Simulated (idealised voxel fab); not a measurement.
Herein follows the process module entitled voxel self aligned contacts.
Each square cell in cross-section cut measures 5 nm, and the section as a whole is 185 nm wide.
The cross-sections in this document take the form of a grid made of square cells. They are written out as bands, in order from top to bottom. Each band consists of one or more rows of cells.
First you get the band's top height and its bottom height, in nm, and then the materials it's made of, left to right, with each width in nm. If you see a single material with "throughout", that one covers the band edge to edge. "air" is empty space.
It should be noted that heights are counted from 0, beneath which the wafer as supplied is of one material throughout, and that the lowest band possesses no lower boundary but continues downward, as written in "z 0 and below".
When a width is written as two numbers, as in "30..40", the first number is the width in the top row of cells of the band and the second is the width in its bottom row, and the width changes by the same amount from each row to the next.
Basically "identical to before" means that step didn't change any cell in the cross-section.
Empty spaces without an open route to the top, at least 8 cells in extent, make up the entry "Sealed internal cavities"; each is given as width x height at distance, where the distance is measured from the left edge, and all are in nm.
Formally, on a step line, whatever follows the settings is a remark that the simulator itself makes on the step.
The optional step-line setting "overlay nm" applies to steps with a mask and quantifies how far to the right of its planned location the mask lay, a negative value indicating leftward placement.
The steps planned for the process are as follows:
1,RECEIVE with material Si
2,CONFORMAL_DEP with material SiO2, thk nm 5
3,DIRECTIONAL_DEP with material polySi, thk nm 25
4,DIRECTIONAL_DEP with material SiN, thk nm 20
5,PATTERN with tone cover, mask id GATE, material resist, width nm 25, pitch nm 60, thk nm 20, overlay nm 0
6,DIRECTIONAL_ETCH with etch materials SiN, depth nm 20
7,DIRECTIONAL_ETCH with etch materials polySi, depth nm 25
8,STRIP with etch materials resist
9,CONFORMAL_DEP with material SiN, thk nm 5
10,DIRECTIONAL_ETCH with etch materials SiN, depth nm 5
11,FILL_DEP with material SiO2, thk nm 20
12,CMP with height nm 60
13,PATTERN with tone open, mask id CONTACT, material resist, width nm 45, pitch nm 60, thk nm 15, overlay nm 0
14,DIRECTIONAL_ETCH with etch materials SiO2, depth nm 60
15,STRIP with etch materials resist
16,CONFORMAL_DEP with material TiN, thk nm 5
17,FILL_DEP with material Ru, thk nm 10
18,CMP with height nm 60
19,CONFORMAL_DEP with material SiCN, thk nm 5
Here's what the wafer looked like in cross-section when it arrived - that's after step 1:
* z 0 and below: Si throughout
* Sealed internal cavities: none
Starting wafer: above. Plan: above. Run: one mistake. Cross-section after the module: below:
* z 65 to 60: SiCN throughout
* z 60 to 50: SiO2: 40, then TiN: 5..15, then Ru: 35..15, then TiN: 5..15, then SiO2: 15, then TiN: 5..15, then Ru: 35..15, then TiN: 5..15, then SiO2: 40
* z 50 to 30: SiO2: 15, then SiN: 5, then polySi: 25, then SiN: 5, then TiN: 5, then Ru: 15, then TiN: 5, then SiN: 5, then polySi: 25, then SiN: 5, then TiN: 5, then Ru: 15, then TiN: 5, then SiN: 5, then polySi: 25, then SiN: 5, then SiO2: 15
* z 30 to 25: SiO2: 15, then SiN: 5, then polySi: 25, then SiN: 5, then TiN: 25, then SiN: 5, then polySi: 25, then SiN: 5, then TiN: 25, then SiN: 5, then polySi: 25, then SiN: 5, then SiO2: 15
* z 25 to 5: SiN throughout
* z 5 to 0: SiO2 throughout
* z 0 and below: Si throughout
* Sealed internal cavities: none
It is concluded that the wafer was processed incorrectly with respect to the plan, in that steps 3 and 4 of the plan were each performed in the slot designated for the other
